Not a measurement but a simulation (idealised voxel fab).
This section sets out a process module, namely voxel capacitor over wiring.
The width of the displayed cross-section, cut, is 220 nm; its cells are square, with a size of 5 nm.
Cross-section format: a grid of square cells, given as bands from top to bottom; each band is one or more rows of cells. Within each band entry, the heights of the top and of the bottom of the band appear first, in that order and in nm; the materials of the band then follow from left to right, each with its corresponding width in nm. The designation "all across" on a single material indicates that it fills the band from edge to edge; the designation "blank" indicates empty space. Height 0 is the level under which the wafer as received is all one material. The lowest band goes on downwards, as in "top 0, no bottom". The notation "30..40" denotes a width that varies across the rows of cells in the band, beginning at the first number in the top row, finishing at the second number in the bottom row, and changing by an identical amount from each row to the next. Step note "nothing different" = no cross-section cell changed. "closed voids": empty spaces of 8 cells or more with no open way to the top, each given as width x height at distance, distance from the left edge, all in nm. On each step's line, the part that comes after the settings is the simulator's own comment on the step. Among the settings permitted on a step's line is "overlay nm"; applied to a step with a mask, it specifies the extent to which the mask lay to the right of its planned position, whereas a negative figure signifies a position to the left.

**Process steps - plan**
1,op RECEIVE | material Si
2,op CONFORMAL_DEP | material SiO2 | thk nm 10
3,op DIRECTIONAL_DEP | material TiN | thk nm 5
4,op DIRECTIONAL_DEP | material Ru | thk nm 15
5,op DIRECTIONAL_DEP | material aC | thk nm 15
6,op PATTERN | tone cover | mask id METAL_1 | material resist | width nm 30 | pitch nm 90 | thk nm 35 | overlay nm 0
7,op DIRECTIONAL_ETCH | etch materials aC | depth nm 15
8,op STRIP | etch materials resist
9,op DIRECTIONAL_ETCH | etch materials Ru | depth nm 15
10,op DIRECTIONAL_ETCH | etch materials TiN | depth nm 5
11,op STRIP | etch materials aC
12,op CONFORMAL_DEP | material SiN | thk nm 5
13,op FILL_DEP | material lowk | thk nm 5
14,op CMP | height nm 30
15,op CONFORMAL_DEP | material SiCN | thk nm 5
16,op DIRECTIONAL_DEP | material SiO2 | thk nm 10
17,op PATTERN | tone open | mask id PLUG_1 | material resist | width nm 15 | thk nm 15 | overlay nm 0
18,op DIRECTIONAL_ETCH | etch materials SiO2 | depth nm 10
19,op DIRECTIONAL_ETCH | etch materials SiCN | depth nm 5
20,op STRIP | etch materials resist
21,op CONFORMAL_DEP | material TiN | thk nm 5
22,op FILL_DEP | material Cu | thk nm 5
23,op CMP | height nm 45
24,op DIRECTIONAL_DEP | material TiN | thk nm 10
25,op DIRECTIONAL_DEP | material SiN | thk nm 5
26,op DIRECTIONAL_DEP | material TiN | thk nm 5
27,op MASKED_ETCH | tone cover | mask id UPPER_PLATE | width nm 65 | etch materials TiN | depth nm 5 | overlay nm 0
28,op MASKED_ETCH | tone cover | mask id UPPER_PLATE | width nm 65 | etch materials SiN | depth nm 5 | overlay nm 0
29,op DIRECTIONAL_DEP | material aC | thk nm 15
30,op PATTERN | tone cover | mask id LOWER_PLATE | material resist | width nm 75 | thk nm 35 | overlay nm 0
31,op DIRECTIONAL_ETCH | etch materials aC | depth nm 15
32,op STRIP | etch materials resist
33,op DIRECTIONAL_ETCH | etch materials TiN | depth nm 10
34,op STRIP | etch materials aC
35,op FILL_DEP | material SiO2 | thk nm 15
36,op CMP | height nm 75
37,op MASKED_ETCH | tone open | mask id PLUG_2 | width nm 15 | etch materials SiO2 | depth nm 10 | overlay nm 0
38,op CONFORMAL_DEP | material TiN | thk nm 5
39,op FILL_DEP | material Ru | thk nm 5
40,op CMP | height nm 75
41,op CONFORMAL_DEP | material SiCN | thk nm 5

**Step 1 complete: cross-section of the wafer as received**
  top 0, no bottom = Si all across
  closed voids: none

**The cross-section shown corresponds to the wafer at the conclusion of the module. The initial structure and the process plan are those presented above; however, one mistake occurred in executing the plan**
  top 80, bottom 75 = SiCN all across
  top 75, bottom 65 = aC all across
  top 65, bottom 60 = aC 65  TiN 65  aC 90
  top 60, bottom 55 = aC 65  SiN 65  aC 90
  top 55, bottom 45 = aC 60  TiN 75  aC 85
  top 45, bottom 35 = SiO2 65  TiN 5  Cu 5  TiN 5  SiO2 140
  top 35, bottom 30 = SiCN 65  TiN 15  SiCN 140
  top 30, bottom 15 = lowk 45  SiN 5  Ru 30  SiN 5  lowk 50  SiN 5  Ru 30  SiN 5  lowk 45
  top 15, bottom 10 = SiN 50  TiN 30  SiN 60  TiN 30  SiN 50
  top 10, bottom 0 = SiO2 all across
  top 0, no bottom = Si all across
  closed voids: none
It is concluded that the wafer was processed incorrectly with respect to the plan, in that step 35 was run on a setting that differed from the plan, and what really ran there is op FILL_DEP | material aC | thk nm 15
